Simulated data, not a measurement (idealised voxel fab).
Title: Process Module voxel gate over fins
155 nm wide, 5 nm square cells: that's cross-section cut.
In this document a cross-section is written as a grid of square cells. It is given as a series of bands, listed from the top down, and a band is one or more rows of cells. Heads up on the band format: heights come first, top then bottom, in nm. After that it's the materials left to right, each with its width in nm. A single material flagged "throughout" fills the whole band edge to edge, and "blank" means there's empty space there. Below 0: as-received wafer, all one material; heights counted from there. Lowest band: no bottom, goes on down, written "0 and below". Think of "30->40" as a width that walks from the first number to the second as you go down the band, top row to bottom row, taking equal-sized steps from row to row. "no alterations made", as given for a step, is the statement that not any cell of the cross-section underwent a change during that step. If an empty space has no open way to the top and is at least 8 cells in size, "Enclosed cavity list" lists it, written width x height at distance, where distance is measured from the left edge and every value is in nm. The remark found on a step's line after its settings is issued by the simulator itself and pertains to that step. A step's line can hold "overlay nm"; with a mask on that step, the setting says how far right of the planned place the mask lay, while a negative setting says it lay to the left.
[These are the steps we planned for the process]
1) RECEIVE (material Si)
2) CONFORMAL_DEP (material SiN; thk nm 10)
3) DIRECTIONAL_DEP (material aC; thk nm 15)
4) PATTERN (tone cover; mask id FINS; material resist; width nm 15; pitch nm 50; thk nm 35; overlay nm 0)
5) DIRECTIONAL_ETCH (etch materials aC; depth nm 15)
6) STRIP (etch materials resist)
7) DIRECTIONAL_ETCH (etch materials SiN; depth nm 10)
8) DIRECTIONAL_ETCH (etch materials Si; depth nm 35)
9) STRIP (etch materials aC)
10) FILL_DEP (material SiO2; thk nm 5)
11) CMP (height nm 10)
12) DIRECTIONAL_DEP (material aC; thk nm 10)
13) PATTERN (tone open; mask id RAIL; material resist; width nm 15; thk nm 30; overlay nm 0)
14) DIRECTIONAL_ETCH (etch materials aC; depth nm 10)
15) STRIP (etch materials resist)
16) DIRECTIONAL_ETCH (etch materials SiO2; depth nm 40)
17) STRIP (etch materials aC)
18) CONFORMAL_DEP (material TiN; thk nm 5)
19) FILL_DEP (material W; thk nm 5)
20) CMP (height nm 10)
21) SELECTIVE_ETCH (etch materials W Ru TiN; depth nm 25)
22) FILL_DEP (material SiO2; thk nm 5)
23) CMP (height nm 10)
24) SELECTIVE_ETCH (etch materials SiO2; depth nm 20)
25) STRIP (etch materials SiN)
26) CONFORMAL_DEP (material HfO2; thk nm 5)
27) CONFORMAL_DEP (material TiN; thk nm 5)
28) FILL_DEP (material W; thk nm 15)
29) CMP (height nm 20)
30) CONFORMAL_DEP (material SiN; thk nm 10)
[So, the first of our two wafers, run just as we planned it]
[Cross-section of the wafer at receipt, which is the condition after step 1]
0 and below: Si throughout
Enclosed cavity list: none
[State of the wafer after step 2, shown in cross-section]
10 down to 0: SiN throughout
Below 0 it's all the same as before, nothing changed down there.
[State of the wafer after step 3, shown in cross-section]
25 down to 10: aC throughout
Below 10 it's all the same as before, nothing changed down there.
[State of the wafer after step 4, shown in cross-section]
60 down to 25: 20 of blank, 15 of resist, 35 of blank, 15 of resist, 35 of blank, 15 of resist, 20 of blank
Below 25 it's all the same as before, nothing changed down there.
[State of the wafer after step 5, shown in cross-section]
45 down to 25: 20 of blank, 15 of resist, 35 of blank, 15 of resist, 35 of blank, 15 of resist, 20 of blank
25 down to 10: 20 of blank, 15 of aC, 35 of blank, 15 of aC, 35 of blank, 15 of aC, 20 of blank
Below 10 it's all the same as before, nothing changed down there.
[State of the wafer after step 6, shown in cross-section]
25 down to 10: 20 of blank, 15 of aC, 35 of blank, 15 of aC, 35 of blank, 15 of aC, 20 of blank
Below 10 it's all the same as before, nothing changed down there.
[State of the wafer after step 7, shown in cross-section]
25 down to 10: 20 of blank, 15 of aC, 35 of blank, 15 of aC, 35 of blank, 15 of aC, 20 of blank
10 down to 0: 20 of blank, 15 of SiN, 35 of blank, 15 of SiN, 35 of blank, 15 of SiN, 20 of blank
Below 0 it's all the same as before, nothing changed down there.
[State of the wafer after step 8, shown in cross-section]
25 down to 10: 20 of blank, 15 of aC, 35 of blank, 15 of aC, 35 of blank, 15 of aC, 20 of blank
10 down to 0: 20 of blank, 15 of SiN, 35 of blank, 15 of SiN, 35 of blank, 15 of SiN, 20 of blank
0 down to -35: 20 of blank, 15 of Si, 35 of blank, 15 of Si, 35 of blank, 15 of Si, 20 of blank
Below -35 it's all the same as before, nothing changed down there.
[State of the wafer after step 9, shown in cross-section]
10 down to 0: 20 of blank, 15 of SiN, 35 of blank, 15 of SiN, 35 of blank, 15 of SiN, 20 of blank
Below 0 it's all the same as before, nothing changed down there.
[State of the wafer after step 10, shown in cross-section]
15 down to 10: SiO2 throughout
10 down to 0: 20 of SiO2, 15 of SiN, 35 of SiO2, 15 of SiN, 35 of SiO2, 15 of SiN, 20 of SiO2
0 down to -35: 20 of SiO2, 15 of Si, 35 of SiO2, 15 of Si, 35 of SiO2, 15 of Si, 20 of SiO2
Below -35 it's all the same as before, nothing changed down there.
[State of the wafer after step 11, shown in cross-section]
10 down to 0: 20 of SiO2, 15 of SiN, 35 of SiO2, 15 of SiN, 35 of SiO2, 15 of SiN, 20 of SiO2
Below 0 it's all the same as before, nothing changed down there.
[State of the wafer after step 12, shown in cross-section]
20 down to 10: aC throughout
Below 10 it's all the same as before, nothing changed down there.
[State of the wafer after step 13, shown in cross-section]
50 down to 20: 45 of resist, 15 of blank, 95 of resist
Below 20 it's all the same as before, nothing changed down there.
[State of the wafer after step 14, shown in cross-section]
40 down to 20: 45 of resist, 15 of blank, 95 of resist
20 down to 10: 45 of aC, 15 of blank, 95 of aC
Below 10 it's all the same as before, nothing changed down there.
[State of the wafer after step 15, shown in cross-section]
20 down to 10: 45 of aC, 15 of blank, 95 of aC
Below 10 it's all the same as before, nothing changed down there.
[State of the wafer after step 16, shown in cross-section]
20 down to 10: 45 of aC, 15 of blank, 95 of aC
10 down to 0: 20 of SiO2, 15 of SiN, 10 of SiO2, 15 of blank, 10 of SiO2, 15 of SiN, 35 of SiO2, 15 of SiN, 20 of SiO2
0 down to -30: 20 of SiO2, 15 of Si, 10 of SiO2, 15 of blank, 10 of SiO2, 15 of Si, 35 of SiO2, 15 of Si, 20 of SiO2
Below -30 it's all the same as before, nothing changed down there.
[State of the wafer after step 17, shown in cross-section]
10 down to 0: 20 of SiO2, 15 of SiN, 10 of SiO2, 15 of blank, 10 of SiO2, 15 of SiN, 35 of SiO2, 15 of SiN, 20 of SiO2
Below 0 it's all the same as before, nothing changed down there.
[State of the wafer after step 18, shown in cross-section]
15 down to 10: 50 of TiN, 5 of blank, 100 of TiN
10 down to 0: 20 of SiO2, 15 of SiN, 10 of SiO2, 5 of TiN, 5 of blank, 5 of TiN, 10 of SiO2, 15 of SiN, 35 of SiO2, 15 of SiN, 20 of SiO2
0 down to -25: 20 of SiO2, 15 of Si, 10 of SiO2, 5 of TiN, 5 of blank, 5 of TiN, 10 of SiO2, 15 of Si, 35 of SiO2, 15 of Si, 20 of SiO2
-25 down to -30: 20 of SiO2, 15 of Si, 10 of SiO2, 15 of TiN, 10 of SiO2, 15 of Si, 35 of SiO2, 15 of Si, 20 of SiO2
Below -30 it's all the same as before, nothing changed down there.
[State of the wafer after step 19, shown in cross-section]
20 down to 15: W throughout
15 down to 10: 50 of TiN, 5 of W, 100 of TiN
10 down to 0: 20 of SiO2, 15 of SiN, 10 of SiO2, 5 of TiN, 5 of W, 5 of TiN, 10 of SiO2, 15 of SiN, 35 of SiO2, 15 of SiN, 20 of SiO2
0 down to -25: 20 of SiO2, 15 of Si, 10 of SiO2, 5 of TiN, 5 of W, 5 of TiN, 10 of SiO2, 15 of Si, 35 of SiO2, 15 of Si, 20 of SiO2
Below -25 it's all the same as before, nothing changed down there.
[State of the wafer after step 20, shown in cross-section]
10 down to 0: 20 of SiO2, 15 of SiN, 10 of SiO2, 5 of TiN, 5 of W, 5 of TiN, 10 of SiO2, 15 of SiN, 35 of SiO2, 15 of SiN, 20 of SiO2
Below 0 it's all the same as before, nothing changed down there.
[State of the wafer after step 21, shown in cross-section]
10 down to 0: 20 of SiO2, 15 of SiN, 10 of SiO2, 15 of blank, 10 of SiO2, 15 of SiN, 35 of SiO2, 15 of SiN, 20 of SiO2
0 down to -15: 20 of SiO2, 15 of Si, 10 of SiO2, 15 of blank, 10 of SiO2, 15 of Si, 35 of SiO2, 15 of Si, 20 of SiO2
Below -15 it's all the same as before, nothing changed down there.
[State of the wafer after step 22, shown in cross-section]
15 down to 10: SiO2 throughout
10 down to 0: 20 of SiO2, 15 of SiN, 35 of SiO2, 15 of SiN, 35 of SiO2, 15 of SiN, 20 of SiO2
0 down to -15: 20 of SiO2, 15 of Si, 35 of SiO2, 15 of Si, 35 of SiO2, 15 of Si, 20 of SiO2
Below -15 it's all the same as before, nothing changed down there.
[State of the wafer after step 23, shown in cross-section]
10 down to 0: 20 of SiO2, 15 of SiN, 35 of SiO2, 15 of SiN, 35 of SiO2, 15 of SiN, 20 of SiO2
Below 0 it's all the same as before, nothing changed down there.
[State of the wafer after step 24, shown in cross-section]
10 down to 0: 20 of blank, 15 of SiN, 35 of blank, 15 of SiN, 35 of blank, 15 of SiN, 20 of blank
0 down to -10: 20 of blank, 15 of Si, 35 of blank, 15 of Si, 35 of blank, 15 of Si, 20 of blank
Below -10 it's all the same as before, nothing changed down there.
[State of the wafer after step 25, shown in cross-section]
0 down to -10: 20 of blank, 15 of Si, 35 of blank, 15 of Si, 35 of blank, 15 of Si, 20 of blank
Below -10 it's all the same as before, nothing changed down there.
[State of the wafer after step 26, shown in cross-section]
5 down to 0: 15 of blank, 25 of HfO2, 25 of blank, 25 of HfO2, 25 of blank, 25 of HfO2, 15 of blank
0 down to -5: 15 of blank, 5 of HfO2, 15 of Si, 5 of HfO2, 25 of blank, 5 of HfO2, 15 of Si, 5 of HfO2, 25 of blank, 5 of HfO2, 15 of Si, 5 of HfO2, 15 of blank
-5 down to -10: 20 of HfO2, 15 of Si, 35 of HfO2, 15 of Si, 35 of HfO2, 15 of Si, 20 of HfO2
Below -10 it's all the same as before, nothing changed down there.
[State of the wafer after step 27, shown in cross-section]
10 down to 5: 10 of blank, 35 of TiN, 15 of blank, 35 of TiN, 15 of blank, 35 of TiN, 10 of blank
5 down to 0: 10 of blank, 5 of TiN, 25 of HfO2, 5 of TiN, 15 of blank, 5 of TiN, 25 of HfO2, 5 of TiN, 15 of blank, 5 of TiN, 25 of HfO2, 5 of TiN, 10 of blank
0 down to -5: 15 of TiN, 5 of HfO2, 15 of Si, 5 of HfO2, 25 of TiN, 5 of HfO2, 15 of Si, 5 of HfO2, 25 of TiN, 5 of HfO2, 15 of Si, 5 of HfO2, 15 of TiN
Below -5 it's all the same as before, nothing changed down there.
[State of the wafer after step 28, shown in cross-section]
25 down to 10: W throughout
10 down to 5: 10 of W, 35 of TiN, 15 of W, 35 of TiN, 15 of W, 35 of TiN, 10 of W
5 down to 0: 10 of W, 5 of TiN, 25 of HfO2, 5 of TiN, 15 of W, 5 of TiN, 25 of HfO2, 5 of TiN, 15 of W, 5 of TiN, 25 of HfO2, 5 of TiN, 10 of W
Below 0 it's all the same as before, nothing changed down there.
[State of the wafer after step 29, shown in cross-section]
20 down to 10: W throughout
Below 10 it's all the same as before, nothing changed down there.
[State of the wafer after step 30, shown in cross-section]
30 down to 20: SiN throughout
Below 20 it's all the same as before, nothing changed down there.
[Companion wafer, the second of two: same beginning, same intended sequence, one mistake in carrying it out; through step 25 inclusive it tracks the first exactly]
[Here is the second wafer in cross-section at the point where step 26 of the plan should have been done]
5 down to 0: 15 of blank, 25 of TiN, 25 of blank, 25 of TiN, 25 of blank, 25 of TiN, 15 of blank
0 down to -5: 15 of blank, 5 of TiN, 15 of Si, 5 of TiN, 25 of blank, 5 of TiN, 15 of Si, 5 of TiN, 25 of blank, 5 of TiN, 15 of Si, 5 of TiN, 15 of blank
-5 down to -10: 20 of TiN, 15 of Si, 35 of TiN, 15 of Si, 35 of TiN, 15 of Si, 20 of TiN
Below -10 it's all the same as before, nothing changed down there.
[Here is the second wafer in cross-section at the point where step 27 of the plan should have been done]
10 down to 5: 10 of blank, 35 of HfO2, 15 of blank, 35 of HfO2, 15 of blank, 35 of HfO2, 10 of blank
5 down to 0: 10 of blank, 5 of HfO2, 25 of TiN, 5 of HfO2, 15 of blank, 5 of HfO2, 25 of TiN, 5 of HfO2, 15 of blank, 5 of HfO2, 25 of TiN, 5 of HfO2, 10 of blank
0 down to -5: 15 of HfO2, 5 of TiN, 15 of Si, 5 of TiN, 25 of HfO2, 5 of TiN, 15 of Si, 5 of TiN, 25 of HfO2, 5 of TiN, 15 of Si, 5 of TiN, 15 of HfO2
Below -5 it's all the same as before, nothing changed down there.
[Here is the second wafer in cross-section at the point where step 28 of the plan should have been done]
25 down to 10: W throughout
10 down to 5: 10 of W, 35 of HfO2, 15 of W, 35 of HfO2, 15 of W, 35 of HfO2, 10 of W
5 down to 0: 10 of W, 5 of HfO2, 25 of TiN, 5 of HfO2, 15 of W, 5 of HfO2, 25 of TiN, 5 of HfO2, 15 of W, 5 of HfO2, 25 of TiN, 5 of HfO2, 10 of W
Below 0 it's all the same as before, nothing changed down there.
[Here is the second wafer in cross-section at the point where step 29 of the plan should have been done]
20 down to 10: W throughout
Below 10 it's all the same as before, nothing changed down there.
[Here is the second wafer in cross-section at the point where step 30 of the plan should have been done]
30 down to 20: SiN throughout
Below 20 it's all the same as before, nothing changed down there.
Finding, execution versus plan: it was found that steps 26 and 27 of the process plan had been performed in exchanged positions
Tallied in cells, the final second wafer holds each material in the same quantity as the first, although not at the same places.
